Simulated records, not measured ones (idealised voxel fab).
process module | voxel self aligned contacts
cross-section cut | 230 nm wide | cells 5 nm
A cross-section is a grid of square cells, given in bands from the top down. A band is one or more rows of cells.
Each band's line starts with the height of the band's top and of its bottom, in nm. Then come its materials from left to right, each with its width in nm. One material with "throughout" fills the band from edge to edge. "air" is empty space.
Height 0 is the level under which the wafer as received is all one material. The lowest band goes on downwards, as in "0 down".
A width such as "30 to 40" changes by the same amount from each row of cells to the next, from the band's top row to its bottom row.
"no change" after a step means that no cell of the cross-section changed.
closed voids: empty space of 8 cells or more with no open way to the top, each as width x height at its distance from the left edge, in nm
after a step's settings: what the simulator itself notes on the step
overlay nm, on a step with a mask: how far to the right of its planned place the mask lay; to the left if negative
plan
1 op RECEIVE | material Si
2 op OXIDIZE | depth nm 5
3 op DIRECTIONAL_DEP | material polySi | thk nm 20
4 op DIRECTIONAL_DEP | material SiN | thk nm 25
5 op PATTERN | tone cover | mask id GATE | material resist | width nm 25 | pitch nm 70 | thk nm 15 | overlay nm 0
6 op DIRECTIONAL_ETCH | etch materials SiN | depth nm 25
7 op DIRECTIONAL_ETCH | etch materials polySi | depth nm 20
8 op STRIP | etch materials resist
9 op CONFORMAL_DEP | material SiN | thk nm 10
10 op DIRECTIONAL_ETCH | etch materials SiN | depth nm 10
11 op FILL_DEP | material SiO2 | thk nm 10
12 op CMP | height nm 50
13 op DIRECTIONAL_DEP | material aC | thk nm 15
14 op PATTERN | tone open | mask id CONTACT | material resist | width nm 55 | pitch nm 70 | thk nm 35 | overlay nm 0
15 op DIRECTIONAL_ETCH | etch materials aC | depth nm 15
16 op STRIP | etch materials resist
17 op DIRECTIONAL_ETCH | etch materials SiO2 | depth nm 55
18 op STRIP | etch materials aC
19 op CONFORMAL_DEP | material TiN | thk nm 5
20 op FILL_DEP | material W | thk nm 5
21 op CMP | height nm 50
22 op CONFORMAL_DEP | material SiN | thk nm 5
varied across the wafers: width nm of step 5. The plan shows the first wafer's value. All wafers start alike
first wafer as received, after step 1
  0 down: Si throughout
  closed voids: none
first wafer at the end, after step 22
  55 to 50: SiN throughout
  50 to 45: SiO2 50 | TiN 20 | W 15 | TiN 20 | SiO2 15 | TiN 20 | W 15 | TiN 20 | SiO2 55
  45 to 20: SiO2 20 | SiN 45 | TiN 5 | W 15 | TiN 5 | SiN 45 | TiN 5 | W 15 | TiN 5 | SiN 45 | SiO2 25
  20 to 0: SiO2 20 | SiN 10 | polySi 25 | SiN 10 | TiN 5 | W 15 | TiN 5 | SiN 10 | polySi 25 | SiN 10 | TiN 5 | W 15 | TiN 5 | SiN 10 | polySi 25 | SiN 10 | SiO2 25
  0 to -5: SiO2 65 | TiN 25 | SiO2 45 | TiN 25 | SiO2 70
  -5 down: Si throughout
  closed voids: none
last wafer at the end
  55 to 50: SiN throughout
  50 to 45: SiO2 50 | TiN 55 | SiO2 15 | TiN 55 | SiO2 55
  45 to 20: SiO2 10 | SiN 210 | SiO2 10
  20 to 0: SiO2 10 | SiN 10 | polySi 50 | SiN 20 | polySi 50 | SiN 20 | polySi 50 | SiN 10 | SiO2 10
  0 to -5: SiO2 throughout
  -5 down: Si throughout
  closed voids: none
each wafer at the end: cells of each material gained (+) or lost (-) since it was received, then its closed voids
width nm 25 | -46 Si | +229 SiN | +141 SiO2 | +62 TiN | +60 W | +60 polySi | closed voids: none
width nm 30 | -46 Si | +244 SiN | +134 SiO2 | +62 TiN | +40 W | +72 polySi | closed voids: none
width nm 35 | -46 Si | +259 SiN | +127 SiO2 | +62 TiN | +20 W | +84 polySi | closed voids: none
width nm 40 | -46 Si | +274 SiN | +120 SiO2 | +62 TiN | +96 polySi | closed voids: none
width nm 45 | -46 Si | +289 SiN | +113 SiO2 | +42 TiN | +108 polySi | closed voids: none
width nm 50 | -46 Si | +304 SiN | +106 SiO2 | +22 TiN | +120 polySi | closed voids: none
